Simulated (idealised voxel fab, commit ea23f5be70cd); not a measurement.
Process module heading - voxel quadruple lines
Shown is cross-section cut, with a width of 250 nm and square cells of size 5 nm.
A cross-section in this document is a grid of square cells, and it is written down as bands, the top band listed before the ones below it; a band is made up of one or more rows of cells.
Heads up on the band format: heights come first, top then bottom, in nm. After that it's the materials left to right, each with its width in nm. A single material flagged "all across" fills the whole band edge to edge, and "blank" means there's empty space there.
Heights are expressed relative to 0, this being the level below which the as-received wafer comprises one material exclusively. The lowest band is unbounded in the downward direction and is denoted as in "z 0 and below".
You'd read "30 to 40" like this: the band's top row of cells is as wide as the first number, its bottom row is as wide as the second, and going down, every row changes width by the same amount as the row before did.
"nothing was modified" after a step means that no cell of the cross-section changed.
Listed in "Sealed internal cavities": every empty space of 8 or more cells without an open way to the top. Form: width x height at distance, the distance being from the left edge, all in nm.
That trailing text on a step's line, after the settings, is the simulator's own remark on the step.
"overlay nm", when on a step's line for a step with a mask, measures how far to the right of its planned place the mask lay; a negative measure means to the left.
THESE ARE THE STEPS WE PLANNED FOR THE PROCESS
1 RECEIVE [material Si]
2 CONFORMAL_DEP [material SiO2] [thk nm 5]
3 DIRECTIONAL_DEP [material W] [thk nm 10]
4 DIRECTIONAL_DEP [material polySi] [thk nm 20]
5 DIRECTIONAL_DEP [material aC] [thk nm 25]
6 PATTERN [tone cover] [mask id MANDREL] [material resist] [width nm 30] [pitch nm 80] [thk nm 30] [overlay nm 0]
7 DIRECTIONAL_ETCH [etch materials aC] [depth nm 25]
8 STRIP [etch materials resist]
9 CONFORMAL_DEP [material SiO2] [thk nm 10]
10 DIRECTIONAL_ETCH [etch materials SiO2] [depth nm 10]
11 STRIP [etch materials aC]
12 DIRECTIONAL_ETCH [etch materials polySi] [depth nm 20]
13 STRIP [etch materials SiO2]
14 CONFORMAL_DEP [material SiCN] [thk nm 10]
15 DIRECTIONAL_ETCH [etch materials SiCN] [depth nm 10]
16 STRIP [etch materials polySi]
17 DIRECTIONAL_ETCH [etch materials W] [depth nm 10]
18 STRIP [etch materials SiCN]
19 FILL_DEP [material lowk] [thk nm 5]
20 CMP [height nm 15]
FIRST OF TWO WAFERS: RUN AS PLANNED
THE CROSS-SECTION HERE SHOWS THE WAFER AS RECEIVED, I.E. IN ITS STATE AFTER STEP 1
- z 0 and below  Si all across
- Sealed internal cavities: none
TAKE A LOOK AT THE WAFER'S CROSS-SECTION AFTER STEP 2
- z 5 to 0  SiO2 all across
- Below a height of 0, the structure has not been altered.
TAKE A LOOK AT THE WAFER'S CROSS-SECTION AFTER STEP 3
- z 15 to 5  W all across
- Below a height of 5, the structure has not been altered.
TAKE A LOOK AT THE WAFER'S CROSS-SECTION AFTER STEP 4
- z 35 to 15  polySi all across
- Below a height of 15, the structure has not been altered.
TAKE A LOOK AT THE WAFER'S CROSS-SECTION AFTER STEP 5
- z 60 to 35  aC all across
- Below a height of 35, the structure has not been altered.
TAKE A LOOK AT THE WAFER'S CROSS-SECTION AFTER STEP 6
- z 90 to 60  70 nm blank, then 30 nm resist, then 50 nm blank, then 30 nm resist, then 70 nm blank
- Below a height of 60, the structure has not been altered.
TAKE A LOOK AT THE WAFER'S CROSS-SECTION AFTER STEP 7
- z 65 to 60  70 nm blank, then 30 nm resist, then 50 nm blank, then 30 nm resist, then 70 nm blank
- z 60 to 35  70 nm blank, then 30 nm aC, then 50 nm blank, then 30 nm aC, then 70 nm blank
- Below a height of 35, the structure has not been altered.
TAKE A LOOK AT THE WAFER'S CROSS-SECTION AFTER STEP 8
- z 60 to 35  70 nm blank, then 30 nm aC, then 50 nm blank, then 30 nm aC, then 70 nm blank
- Below a height of 35, the structure has not been altered.
TAKE A LOOK AT THE WAFER'S CROSS-SECTION AFTER STEP 9
- z 70 to 60  60 nm blank, then 50 nm SiO2, then 30 nm blank, then 50 nm SiO2, then 60 nm blank
- z 60 to 45  60 nm blank, then 10 nm SiO2, then 30 nm aC, then 10 nm SiO2, then 30 nm blank, then 10 nm SiO2, then 30 nm aC, then 10 nm SiO2, then 60 nm blank
- z 45 to 35  70 nm SiO2, then 30 nm aC, then 50 nm SiO2, then 30 nm aC, then 70 nm SiO2
- Below a height of 35, the structure has not been altered.
TAKE A LOOK AT THE WAFER'S CROSS-SECTION AFTER STEP 10
- z 60 to 35  60 nm blank, then 10 nm SiO2, then 30 nm aC, then 10 nm SiO2, then 30 nm blank, then 10 nm SiO2, then 30 nm aC, then 10 nm SiO2, then 60 nm blank
- Below a height of 35, the structure has not been altered.
TAKE A LOOK AT THE WAFER'S CROSS-SECTION AFTER STEP 11
- z 60 to 35  60 nm blank, then 10 nm SiO2, then 30 nm blank, then 10 nm SiO2, then 30 nm blank, then 10 nm SiO2, then 30 nm blank, then 10 nm SiO2, then 60 nm blank
- Below a height of 35, the structure has not been altered.
TAKE A LOOK AT THE WAFER'S CROSS-SECTION AFTER STEP 12
- z 60 to 35  60 nm blank, then 10 nm SiO2, then 30 nm blank, then 10 nm SiO2, then 30 nm blank, then 10 nm SiO2, then 30 nm blank, then 10 nm SiO2, then 60 nm blank
- z 35 to 15  60 nm blank, then 10 nm polySi, then 30 nm blank, then 10 nm polySi, then 30 nm blank, then 10 nm polySi, then 30 nm blank, then 10 nm polySi, then 60 nm blank
- Below a height of 15, the structure has not been altered.
TAKE A LOOK AT THE WAFER'S CROSS-SECTION AFTER STEP 13
- z 35 to 15  60 nm blank, then 10 nm polySi, then 30 nm blank, then 10 nm polySi, then 30 nm blank, then 10 nm polySi, then 30 nm blank, then 10 nm polySi, then 60 nm blank
- Below a height of 15, the structure has not been altered.
TAKE A LOOK AT THE WAFER'S CROSS-SECTION AFTER STEP 14
- z 45 to 35  50 nm blank, then 30 nm SiCN, then 10 nm blank, then 30 nm SiCN, then 10 nm blank, then 30 nm SiCN, then 10 nm blank, then 30 nm SiCN, then 50 nm blank
- z 35 to 25  50 nm blank, then 10 nm SiCN, then 10 nm polySi, then 10 nm SiCN, then 10 nm blank, then 10 nm SiCN, then 10 nm polySi, then 10 nm SiCN, then 10 nm blank, then 10 nm SiCN, then 10 nm polySi, then 10 nm SiCN, then 10 nm blank, then 10 nm SiCN, then 10 nm polySi, then 10 nm SiCN, then 50 nm blank
- z 25 to 15  60 nm SiCN, then 10 nm polySi, then 30 nm SiCN, then 10 nm polySi, then 30 nm SiCN, then 10 nm polySi, then 30 nm SiCN, then 10 nm polySi, then 60 nm SiCN
- Below a height of 15, the structure has not been altered.
TAKE A LOOK AT THE WAFER'S CROSS-SECTION AFTER STEP 15
- z 35 to 15  50 nm blank, then 10 nm SiCN, then 10 nm polySi, then 10 nm SiCN, then 10 nm blank, then 10 nm SiCN, then 10 nm polySi, then 10 nm SiCN, then 10 nm blank, then 10 nm SiCN, then 10 nm polySi, then 10 nm SiCN, then 10 nm blank, then 10 nm SiCN, then 10 nm polySi, then 10 nm SiCN, then 50 nm blank
- Below a height of 15, the structure has not been altered.
TAKE A LOOK AT THE WAFER'S CROSS-SECTION AFTER STEP 16
- z 35 to 15  50 nm blank, then 10 nm SiCN, then 10 nm blank, then 10 nm SiCN, then 10 nm blank, then 10 nm SiCN, then 10 nm blank, then 10 nm SiCN, then 10 nm blank, then 10 nm SiCN, then 10 nm blank, then 10 nm SiCN, then 10 nm blank, then 10 nm SiCN, then 10 nm blank, then 10 nm SiCN, then 50 nm blank
- Below a height of 15, the structure has not been altered.
TAKE A LOOK AT THE WAFER'S CROSS-SECTION AFTER STEP 17
- z 35 to 15  50 nm blank, then 10 nm SiCN, then 10 nm blank, then 10 nm SiCN, then 10 nm blank, then 10 nm SiCN, then 10 nm blank, then 10 nm SiCN, then 10 nm blank, then 10 nm SiCN, then 10 nm blank, then 10 nm SiCN, then 10 nm blank, then 10 nm SiCN, then 10 nm blank, then 10 nm SiCN, then 50 nm blank
- z 15 to 5  50 nm blank, then 10 nm W, then 10 nm blank, then 10 nm W, then 10 nm blank, then 10 nm W, then 10 nm blank, then 10 nm W, then 10 nm blank, then 10 nm W, then 10 nm blank, then 10 nm W, then 10 nm blank, then 10 nm W, then 10 nm blank, then 10 nm W, then 50 nm blank
- Below a height of 5, the structure has not been altered.
TAKE A LOOK AT THE WAFER'S CROSS-SECTION AFTER STEP 18
- z 15 to 5  50 nm blank, then 10 nm W, then 10 nm blank, then 10 nm W, then 10 nm blank, then 10 nm W, then 10 nm blank, then 10 nm W, then 10 nm blank, then 10 nm W, then 10 nm blank, then 10 nm W, then 10 nm blank, then 10 nm W, then 10 nm blank, then 10 nm W, then 50 nm blank
- Below a height of 5, the structure has not been altered.
TAKE A LOOK AT THE WAFER'S CROSS-SECTION AFTER STEP 19
- z 20 to 15  lowk all across
- z 15 to 5  50 nm lowk, then 10 nm W, then 10 nm lowk, then 10 nm W, then 10 nm lowk, then 10 nm W, then 10 nm lowk, then 10 nm W, then 10 nm lowk, then 10 nm W, then 10 nm lowk, then 10 nm W, then 10 nm lowk, then 10 nm W, then 10 nm lowk, then 10 nm W, then 50 nm lowk
- Below a height of 5, the structure has not been altered.
TAKE A LOOK AT THE WAFER'S CROSS-SECTION AFTER STEP 20
- z 15 to 5  50 nm lowk, then 10 nm W, then 10 nm lowk, then 10 nm W, then 10 nm lowk, then 10 nm W, then 10 nm lowk, then 10 nm W, then 10 nm lowk, then 10 nm W, then 10 nm lowk, then 10 nm W, then 10 nm lowk, then 10 nm W, then 10 nm lowk, then 10 nm W, then 50 nm lowk
- Below a height of 5, the structure has not been altered.
HERE THE SECOND WAFER IS DESCRIBED. ITS START AND ITS PLAN WERE THOSE OF THE FIRST WAFER. ITS RUN CONTAINED ONE MISTAKE. UP TO AND INCLUDING STEP 7, IT DID EXACTLY WHAT THE FIRST WAFER DID
AT THE PLANNED END OF STEP 8, THE SECOND WAFER IN CROSS-SECTION
- z 60 to 35  70 nm blank, then 30 nm aC, then 50 nm blank, then 30 nm aC, then 70 nm blank
- Below a height of 35, the structure has not been altered.
AT THE PLANNED END OF STEP 9, THE SECOND WAFER IN CROSS-SECTION
- z 70 to 60  60 nm blank, then 50 nm SiO2, then 30 nm blank, then 50 nm SiO2, then 60 nm blank
- z 60 to 45  60 nm blank, then 10 nm SiO2, then 30 nm aC, then 10 nm SiO2, then 30 nm blank, then 10 nm SiO2, then 30 nm aC, then 10 nm SiO2, then 60 nm blank
- z 45 to 35  70 nm SiO2, then 30 nm aC, then 50 nm SiO2, then 30 nm aC, then 70 nm SiO2
- Below a height of 35, the structure has not been altered.
AT THE PLANNED END OF STEP 10, THE SECOND WAFER IN CROSS-SECTION
- z 60 to 35  60 nm blank, then 10 nm SiO2, then 30 nm aC, then 10 nm SiO2, then 30 nm blank, then 10 nm SiO2, then 30 nm aC, then 10 nm SiO2, then 60 nm blank
- Below a height of 35, the structure has not been altered.
AT THE PLANNED END OF STEP 11, THE SECOND WAFER IN CROSS-SECTION
- z 60 to 35  60 nm blank, then 10 nm SiO2, then 30 nm blank, then 10 nm SiO2, then 30 nm blank, then 10 nm SiO2, then 30 nm blank, then 10 nm SiO2, then 60 nm blank
- Below a height of 35, the structure has not been altered.
AT THE PLANNED END OF STEP 12, THE SECOND WAFER IN CROSS-SECTION
- z 60 to 35  60 nm blank, then 10 nm SiO2, then 30 nm blank, then 10 nm SiO2, then 30 nm blank, then 10 nm SiO2, then 30 nm blank, then 10 nm SiO2, then 60 nm blank
- z 35 to 15  60 nm blank, then 10 nm polySi, then 30 nm blank, then 10 nm polySi, then 30 nm blank, then 10 nm polySi, then 30 nm blank, then 10 nm polySi, then 60 nm blank
- Below a height of 15, the structure has not been altered.
AT THE PLANNED END OF STEP 13, THE SECOND WAFER IN CROSS-SECTION
- z 35 to 15  60 nm blank, then 10 nm polySi, then 30 nm blank, then 10 nm polySi, then 30 nm blank, then 10 nm polySi, then 30 nm blank, then 10 nm polySi, then 60 nm blank
- Below a height of 15, the structure has not been altered.
AT THE PLANNED END OF STEP 14, THE SECOND WAFER IN CROSS-SECTION
- z 45 to 35  50 nm blank, then 30 nm SiCN, then 10 nm blank, then 30 nm SiCN, then 10 nm blank, then 30 nm SiCN, then 10 nm blank, then 30 nm SiCN, then 50 nm blank
- z 35 to 25  50 nm blank, then 10 nm SiCN, then 10 nm polySi, then 10 nm SiCN, then 10 nm blank, then 10 nm SiCN, then 10 nm polySi, then 10 nm SiCN, then 10 nm blank, then 10 nm SiCN, then 10 nm polySi, then 10 nm SiCN, then 10 nm blank, then 10 nm SiCN, then 10 nm polySi, then 10 nm SiCN, then 50 nm blank
- z 25 to 15  60 nm SiCN, then 10 nm polySi, then 30 nm SiCN, then 10 nm polySi, then 30 nm SiCN, then 10 nm polySi, then 30 nm SiCN, then 10 nm polySi, then 60 nm SiCN
- Below a height of 15, the structure has not been altered.
AT THE PLANNED END OF STEP 15, THE SECOND WAFER IN CROSS-SECTION
- z 35 to 15  50 nm blank, then 10 nm SiCN, then 10 nm polySi, then 10 nm SiCN, then 10 nm blank, then 10 nm SiCN, then 10 nm polySi, then 10 nm SiCN, then 10 nm blank, then 10 nm SiCN, then 10 nm polySi, then 10 nm SiCN, then 10 nm blank, then 10 nm SiCN, then 10 nm polySi, then 10 nm SiCN, then 50 nm blank
- Below a height of 15, the structure has not been altered.
AT THE PLANNED END OF STEP 16, THE SECOND WAFER IN CROSS-SECTION
- z 35 to 15  50 nm blank, then 10 nm SiCN, then 10 nm blank, then 10 nm SiCN, then 10 nm blank, then 10 nm SiCN, then 10 nm blank, then 10 nm SiCN, then 10 nm blank, then 10 nm SiCN, then 10 nm blank, then 10 nm SiCN, then 10 nm blank, then 10 nm SiCN, then 10 nm blank, then 10 nm SiCN, then 50 nm blank
- Below a height of 15, the structure has not been altered.
AT THE PLANNED END OF STEP 17, THE SECOND WAFER IN CROSS-SECTION
- z 35 to 15  50 nm blank, then 10 nm SiCN, then 10 nm blank, then 10 nm SiCN, then 10 nm blank, then 10 nm SiCN, then 10 nm blank, then 10 nm SiCN, then 10 nm blank, then 10 nm SiCN, then 10 nm blank, then 10 nm SiCN, then 10 nm blank, then 10 nm SiCN, then 10 nm blank, then 10 nm SiCN, then 50 nm blank
- z 15 to 5  50 nm blank, then 10 nm W, then 10 nm blank, then 10 nm W, then 10 nm blank, then 10 nm W, then 10 nm blank, then 10 nm W, then 10 nm blank, then 10 nm W, then 10 nm blank, then 10 nm W, then 10 nm blank, then 10 nm W, then 10 nm blank, then 10 nm W, then 50 nm blank
- Below a height of 5, the structure has not been altered.
AT THE PLANNED END OF STEP 18, THE SECOND WAFER IN CROSS-SECTION
- z 15 to 5  50 nm blank, then 10 nm W, then 10 nm blank, then 10 nm W, then 10 nm blank, then 10 nm W, then 10 nm blank, then 10 nm W, then 10 nm blank, then 10 nm W, then 10 nm blank, then 10 nm W, then 10 nm blank, then 10 nm W, then 10 nm blank, then 10 nm W, then 50 nm blank
- Below a height of 5, the structure has not been altered.
AT THE PLANNED END OF STEP 19, THE SECOND WAFER IN CROSS-SECTION
- z 20 to 15  lowk all across
- z 15 to 5  50 nm lowk, then 10 nm W, then 10 nm lowk, then 10 nm W, then 10 nm lowk, then 10 nm W, then 10 nm lowk, then 10 nm W, then 10 nm lowk, then 10 nm W, then 10 nm lowk, then 10 nm W, then 10 nm lowk, then 10 nm W, then 10 nm lowk, then 10 nm W, then 50 nm lowk
- Below a height of 5, the structure has not been altered.
AT THE PLANNED END OF STEP 20, THE SECOND WAFER IN CROSS-SECTION
- z 15 to 5  50 nm lowk, then 10 nm W, then 10 nm lowk, then 10 nm W, then 10 nm lowk, then 10 nm W, then 10 nm lowk, then 10 nm W, then 10 nm lowk, then 10 nm W, then 10 nm lowk, then 10 nm W, then 10 nm lowk, then 10 nm W, then 10 nm lowk, then 10 nm W, then 50 nm lowk
- Below a height of 5, the structure has not been altered.
What was the processing mistake? yeah, plan step 8 got run twice
At process end the two wafers are indistinguishable in cross-section, so the error does not change what this model computes.
